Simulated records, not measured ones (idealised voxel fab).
Process module, titled voxel self aligned vias
Xsec cut, 205 nm wide, square cell size 5 nm.
If you're reading a cross-section in this doc, picture square cells in a grid; it comes to you as bands, top ones listed first down to the bottom, and a band can be one or more rows of cells. Read a band's entry like this: the first values are the height of its top and the height of its bottom in nm, and what follows is the sequence of materials from left to right, each with its width in nm. Note that "air" is empty space, and that a single material marked "all across" reaches across the band from edge to edge. Basically, 0 is our baseline, since under it the wafer straight out of the box is all one material. The bottom band has no lower end and keeps on going down, so it looks like "0 and below". Think of "30 to 40" as a width that walks from the first number to the second as you go down the band, top row to bottom row, taking equal-sized steps from row to row. A step reported as "no alteration" is a step in which no cell of the cross-section changed. Listed in "Closed void inventory": every empty space of 8 or more cells without an open way to the top. Form: width x height at distance, the distance being from the left edge, all in nm. Heads up: the bit after the settings on a step's line is the simulator's remark on that step. The setting "overlay nm" may be written on the line of a step. When the step uses a mask, the value reports how far to the right of the planned place the mask lay, and a negative value reports that it lay to the left.
# Intended process steps
- 1: op RECEIVE | material Si
- 2: op CONFORMAL_DEP | material SiO2 | thk nm 15
- 3: op CONFORMAL_DEP | material SiCN | thk nm 5
- 4: op DIRECTIONAL_DEP | material SiO2 | thk nm 20
- 5: op PATTERN | tone open | mask id LINES | material resist | width nm 25 | pitch nm 60 | thk nm 20 | overlay nm 0
- 6: op DIRECTIONAL_ETCH | etch materials SiO2 | depth nm 20
- 7: op STRIP | etch materials resist
- 8: op CONFORMAL_DEP | material TiN | thk nm 5
- 9: op FILL_DEP | material Ru | thk nm 5
- 10: op CMP | height nm 40
- 11: op SELECTIVE_ETCH | etch materials W Ru TiN | depth nm 5
- 12: op FILL_DEP | material SiN | thk nm 5
- 13: op CMP | height nm 40
- 14: op DIRECTIONAL_DEP | material SiO2 | thk nm 15
- 15: op MASKED_ETCH | tone open | mask id VIAS | width nm 45 | pitch nm 60 | etch materials SiO2 | depth nm 15 | overlay nm 0
- 16: op MASKED_ETCH | tone open | mask id VIAS | width nm 45 | pitch nm 60 | etch materials SiN | depth nm 5 | overlay nm 0
- 17: op CONFORMAL_DEP | material TiN | thk nm 5
- 18: op FILL_DEP | material W | thk nm 5
- 19: op CMP | height nm 55
- 20: op CONFORMAL_DEP | material SiN | thk nm 5
# So this is the incoming wafer in cross-section - it's already been through step 1
> 0 and below | Si all across
> Closed void inventory: none
# Run as planned - first of the two wafers cross-sectioned at the end of the module
> 60 down to 55 | SiN all across
> 55 down to 45 | SiO2 20 nm | TiN 5 nm | W 35 nm | TiN 5 nm | SiO2 15 nm | TiN 5 nm | W 35 nm | TiN 5 nm | SiO2 15 nm | TiN 5 nm | W 35 nm | TiN 5 nm | SiO2 20 nm
> 45 down to 40 | SiO2 20 nm | TiN 15 nm | W 15 nm | TiN 15 nm | SiO2 15 nm | TiN 15 nm | W 15 nm | TiN 15 nm | SiO2 15 nm | TiN 15 nm | W 15 nm | TiN 15 nm | SiO2 20 nm
> 40 down to 35 | SiO2 30 nm | TiN 25 nm | SiO2 35 nm | TiN 25 nm | SiO2 35 nm | TiN 25 nm | SiO2 30 nm
> 35 down to 25 | SiO2 30 nm | TiN 5 nm | Ru 15 nm | TiN 5 nm | SiO2 35 nm | TiN 5 nm | Ru 15 nm | TiN 5 nm | SiO2 35 nm | TiN 5 nm | Ru 15 nm | TiN 5 nm | SiO2 30 nm
> 25 down to 20 | SiO2 30 nm | TiN 25 nm | SiO2 35 nm | TiN 25 nm | SiO2 35 nm | TiN 25 nm | SiO2 30 nm
> 20 down to 15 | SiCN all across
> 15 down to 0 | SiO2 all across
> 0 and below | Si all across
> Closed void inventory: none
# second wafer at the end: like start, like plan, one mistake
> 60 down to 55 | SiN all across
> 55 down to 40 | SiO2 20 nm | TiN 5 nm | W 35 nm | TiN 5 nm | SiO2 15 nm | TiN 5 nm | W 35 nm | TiN 5 nm | SiO2 15 nm | TiN 5 nm | W 35 nm | TiN 5 nm | SiO2 20 nm
> 40 down to 35 | SiO2 20 nm | TiN 45 nm | SiO2 15 nm | TiN 45 nm | SiO2 15 nm | TiN 45 nm | SiO2 20 nm
> 35 down to 25 | SiO2 20 to 30 nm | TiN 15 to 5 nm | Ru 15 nm | TiN 15 to 5 nm | SiO2 15 to 35 nm | TiN 15 to 5 nm | Ru 15 nm | TiN 15 to 5 nm | SiO2 15 to 35 nm | TiN 15 to 5 nm | Ru 15 nm | TiN 15 to 5 nm | SiO2 20 to 30 nm
> 25 down to 20 | SiO2 30 nm | TiN 25 nm | SiO2 35 nm | TiN 25 nm | SiO2 35 nm | TiN 25 nm | SiO2 30 nm
> 20 down to 15 | SiCN all across
> 15 down to 0 | SiO2 all across
> 0 and below | Si all across
> Closed void inventory: none
Diagnosis: step 15 went in with a setting other than planned; the actual run was op MASKED_ETCH | tone open | mask id VIAS | width nm 45 | pitch nm 60 | etch materials SiO2 | depth nm 25 | overlay nm 0
Per the end-of-run cell counts, the second wafer holds more or fewer of some materials than the first: SiO2: 24 fewer | TiN: 12 more | W: 12 more
